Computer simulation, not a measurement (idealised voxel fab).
process module | voxel gate over fins
cross-section cut | 140 nm wide | cells 5 nm
A cross-section is a grid of square cells, given in bands from the top down. A band is one or more rows of cells.
Each band's line starts with the height of the band's top and of its bottom, in nm. Then come its materials from left to right, each with its width in nm. One material with "throughout" fills the band from edge to edge. "air" is empty space.
Height 0 is the level under which the wafer as received is all one material. The lowest band goes on downwards, as in "0 down".
A width such as "30 to 40" changes by the same amount from each row of cells to the next, from the band's top row to its bottom row.
"no change" after a step means that no cell of the cross-section changed.
closed voids: empty space of 8 cells or more with no open way to the top, each as width x height at its distance from the left edge, in nm
after a step's settings: what the simulator itself notes on the step
overlay nm, on a step with a mask: how far to the right of its planned place the mask lay; to the left if negative
plan
1 op RECEIVE | material Si
2 op CONFORMAL_DEP | material SiN | thk nm 5
3 op PATTERN | tone cover | mask id FINS | material resist | width nm 15 | pitch nm 45 | thk nm 15 | overlay nm 0
4 op DIRECTIONAL_ETCH | etch materials SiN | depth nm 5
5 op DIRECTIONAL_ETCH | etch materials Si | depth nm 30
6 op STRIP | etch materials resist
7 op OXIDIZE | depth nm 5
8 op FILL_DEP | material SiO2 | thk nm 15
9 op CMP | height nm 5
10 op SELECTIVE_ETCH | etch materials SiO2 | depth nm 20
11 op STRIP | etch materials SiN
12 op CONFORMAL_DEP | material HfO2 | thk nm 5
13 op CONFORMAL_DEP | material TiN | thk nm 5
14 op CONFORMAL_DEP | material TiAl | thk nm 5
15 op CONFORMAL_DEP | material TiN | thk nm 5
16 op FILL_DEP | material W | thk nm 15
17 op CMP | height nm 30
18 op CONFORMAL_DEP | material SiN | thk nm 5
first wafer, as planned
as received, after step 1
  0 down: Si throughout
  closed voids: none
after step 2
  5 to 0: SiN throughout
  below 0: unchanged
after step 3
  20 to 5: air 40 | resist 15 | air 30 | resist 15 | air 40
  below 5: unchanged
after step 4
  20 to 5: air 40 | resist 15 | air 30 | resist 15 | air 40
  5 to 0: air 40 | SiN 15 | air 30 | SiN 15 | air 40
  below 0: unchanged
after step 5
  20 to 5: air 40 | resist 15 | air 30 | resist 15 | air 40
  5 to 0: air 40 | SiN 15 | air 30 | SiN 15 | air 40
  0 to -30: air 40 | Si 15 | air 30 | Si 15 | air 40
  below -30: unchanged
after step 6
  5 to 0: air 40 | SiN 15 | air 30 | SiN 15 | air 40
  below 0: unchanged
after step 7
  5 to 0: air 40 | SiN 15 | air 30 | SiN 15 | air 40
  0 to -30: air 40 | SiO2 5 | Si 5 | SiO2 5 | air 30 | SiO2 5 | Si 5 | SiO2 5 | air 40
  -30 to -35: SiO2 45 | Si 5 | SiO2 40 | Si 5 | SiO2 45
  below -35: unchanged
after step 8
  20 to 5: SiO2 throughout
  5 to 0: SiO2 40 | SiN 15 | SiO2 30 | SiN 15 | SiO2 40
  0 to -35: SiO2 45 | Si 5 | SiO2 40 | Si 5 | SiO2 45
  below -35: unchanged
after step 9
  5 to 0: SiO2 40 | SiN 15 | SiO2 30 | SiN 15 | SiO2 40
  below 0: unchanged
after step 10
  5 to 0: air 40 | SiN 15 | air 30 | SiN 15 | air 40
  0 to -15: air 45 | Si 5 | air 40 | Si 5 | air 45
  below -15: unchanged
after step 11
  0 to -15: air 45 | Si 5 | air 40 | Si 5 | air 45
  below -15: unchanged
after step 12
  5 to 0: air 40 | HfO2 15 | air 30 | HfO2 15 | air 40
  0 to -10: air 40 | HfO2 5 | Si 5 | HfO2 5 | air 30 | HfO2 5 | Si 5 | HfO2 5 | air 40
  -10 to -15: HfO2 45 | Si 5 | HfO2 40 | Si 5 | HfO2 45
  below -15: unchanged
after step 13
  10 to 5: air 35 | TiN 25 | air 20 | TiN 25 | air 35
  5 to 0: air 35 | TiN 5 | HfO2 15 | TiN 5 | air 20 | TiN 5 | HfO2 15 | TiN 5 | air 35
  0 to -5: air 35 | TiN 5 | HfO2 5 | Si 5 | HfO2 5 | TiN 5 | air 20 | TiN 5 | HfO2 5 | Si 5 | HfO2 5 | TiN 5 | air 35
  -5 to -10: TiN 40 | HfO2 5 | Si 5 | HfO2 5 | TiN 30 | HfO2 5 | Si 5 | HfO2 5 | TiN 40
  below -10: unchanged
after step 14
  15 to 10: air 30 | TiAl 35 | air 10 | TiAl 35 | air 30
  10 to 5: air 30 | TiAl 5 | TiN 25 | TiAl 5 | air 10 | TiAl 5 | TiN 25 | TiAl 5 | air 30
  5 to 0: air 30 | TiAl 5 | TiN 5 | HfO2 15 | TiN 5 | TiAl 5 | air 10 | TiAl 5 | TiN 5 | HfO2 15 | TiN 5 | TiAl 5 | air 30
  0 to -5: TiAl 35 | TiN 5 | HfO2 5 | Si 5 | HfO2 5 | TiN 5 | TiAl 20 | TiN 5 | HfO2 5 | Si 5 | HfO2 5 | TiN 5 | TiAl 35
  below -5: unchanged
after step 15
  20 to 15: air 25 | TiN 90 | air 25
  15 to 10: air 25 | TiN 5 | TiAl 35 | TiN 10 | TiAl 35 | TiN 5 | air 25
  10 to 5: air 25 | TiN 5 | TiAl 5 | TiN 25 | TiAl 5 | TiN 10 | TiAl 5 | TiN 25 | TiAl 5 | TiN 5 | air 25
  5 to 0: TiN 30 | TiAl 5 | TiN 5 | HfO2 15 | TiN 5 | TiAl 5 | TiN 10 | TiAl 5 | TiN 5 | HfO2 15 | TiN 5 | TiAl 5 | TiN 30
  below 0: unchanged
after step 16
  35 to 20: W throughout
  20 to 15: W 25 | TiN 90 | W 25
  15 to 10: W 25 | TiN 5 | TiAl 35 | TiN 10 | TiAl 35 | TiN 5 | W 25
  10 to 5: W 25 | TiN 5 | TiAl 5 | TiN 25 | TiAl 5 | TiN 10 | TiAl 5 | TiN 25 | TiAl 5 | TiN 5 | W 25
  below 5: unchanged
after step 17
  30 to 20: W throughout
  below 20: unchanged
after step 18
  35 to 30: SiN throughout
  below 30: unchanged
second wafer: like start, like plan, one mistake. Through step 9 it matches the first wafer
when step 10 should have ended
  5 to 0: air 40 | SiN 15 | air 30 | SiN 15 | air 40
  0 to -35: air 45 | Si 5 | air 40 | Si 5 | air 45
  below -35: unchanged
when step 11 should have ended
  0 to -35: air 45 | Si 5 | air 40 | Si 5 | air 45
  below -35: unchanged
when step 12 should have ended
  5 to 0: air 40 | HfO2 15 | air 30 | HfO2 15 | air 40
  0 to -30: air 40 | HfO2 5 | Si 5 | HfO2 5 | air 30 | HfO2 5 | Si 5 | HfO2 5 | air 40
  -30 to -35: HfO2 45 | Si 5 | HfO2 40 | Si 5 | HfO2 45
  below -35: unchanged
when step 13 should have ended
  10 to 5: air 35 | TiN 25 | air 20 | TiN 25 | air 35
  5 to 0: air 35 | TiN 5 | HfO2 15 | TiN 5 | air 20 | TiN 5 | HfO2 15 | TiN 5 | air 35
  0 to -25: air 35 | TiN 5 | HfO2 5 | Si 5 | HfO2 5 | TiN 5 | air 20 | TiN 5 | HfO2 5 | Si 5 | HfO2 5 | TiN 5 | air 35
  -25 to -30: TiN 40 | HfO2 5 | Si 5 | HfO2 5 | TiN 30 | HfO2 5 | Si 5 | HfO2 5 | TiN 40
  below -30: unchanged
when step 14 should have ended
  15 to 10: air 30 | TiAl 35 | air 10 | TiAl 35 | air 30
  10 to 5: air 30 | TiAl 5 | TiN 25 | TiAl 5 | air 10 | TiAl 5 | TiN 25 | TiAl 5 | air 30
  5 to 0: air 30 | TiAl 5 | TiN 5 | HfO2 15 | TiN 5 | TiAl 5 | air 10 | TiAl 5 | TiN 5 | HfO2 15 | TiN 5 | TiAl 5 | air 30
  0 to -20: air 30 | TiAl 5 | TiN 5 | HfO2 5 | Si 5 | HfO2 5 | TiN 5 | TiAl 5 | air 10 | TiAl 5 | TiN 5 | HfO2 5 | Si 5 | HfO2 5 | TiN 5 | TiAl 5 | air 30
  -20 to -25: TiAl 35 | TiN 5 | HfO2 5 | Si 5 | HfO2 5 | TiN 5 | TiAl 20 | TiN 5 | HfO2 5 | Si 5 | HfO2 5 | TiN 5 | TiAl 35
  below -25: unchanged
when step 15 should have ended
  20 to 15: air 25 | TiN 90 | air 25
  15 to 10: air 25 | TiN 5 | TiAl 35 | TiN 10 | TiAl 35 | TiN 5 | air 25
  10 to 5: air 25 | TiN 5 | TiAl 5 | TiN 25 | TiAl 5 | TiN 10 | TiAl 5 | TiN 25 | TiAl 5 | TiN 5 | air 25
  5 to 0: air 25 | TiN 5 | TiAl 5 | TiN 5 | HfO2 15 | TiN 5 | TiAl 5 | TiN 10 | TiAl 5 | TiN 5 | HfO2 15 | TiN 5 | TiAl 5 | TiN 5 | air 25
  0 to -15: air 25 | TiN 5 | TiAl 5 | TiN 5 | HfO2 5 | Si 5 | HfO2 5 | TiN 5 | TiAl 5 | TiN 10 | TiAl 5 | TiN 5 | HfO2 5 | Si 5 | HfO2 5 | TiN 5 | TiAl 5 | TiN 5 | air 25
  -15 to -20: TiN 30 | TiAl 5 | TiN 5 | HfO2 5 | Si 5 | HfO2 5 | TiN 5 | TiAl 5 | TiN 10 | TiAl 5 | TiN 5 | HfO2 5 | Si 5 | HfO2 5 | TiN 5 | TiAl 5 | TiN 30
  below -20: unchanged
when step 16 should have ended
  35 to 20: W throughout
  20 to 15: W 25 | TiN 90 | W 25
  15 to 10: W 25 | TiN 5 | TiAl 35 | TiN 10 | TiAl 35 | TiN 5 | W 25
  10 to 5: W 25 | TiN 5 | TiAl 5 | TiN 25 | TiAl 5 | TiN 10 | TiAl 5 | TiN 25 | TiAl 5 | TiN 5 | W 25
  5 to 0: W 25 | TiN 5 | TiAl 5 | TiN 5 | HfO2 15 | TiN 5 | TiAl 5 | TiN 10 | TiAl 5 | TiN 5 | HfO2 15 | TiN 5 | TiAl 5 | TiN 5 | W 25
  0 to -15: W 25 | TiN 5 | TiAl 5 | TiN 5 | HfO2 5 | Si 5 | HfO2 5 | TiN 5 | TiAl 5 | TiN 10 | TiAl 5 | TiN 5 | HfO2 5 | Si 5 | HfO2 5 | TiN 5 | TiAl 5 | TiN 5 | W 25
  below -15: unchanged
when step 17 should have ended
  30 to 20: W throughout
  below 20: unchanged
when step 18 should have ended
  35 to 30: SiN throughout
  below 30: unchanged
what went wrong: step 10 was run twice
at the end the second wafer has, in cells: 16 more of HfO2 | 104 fewer of SiO2 | 16 more of TiAl | 32 more of TiN | 40 more of W
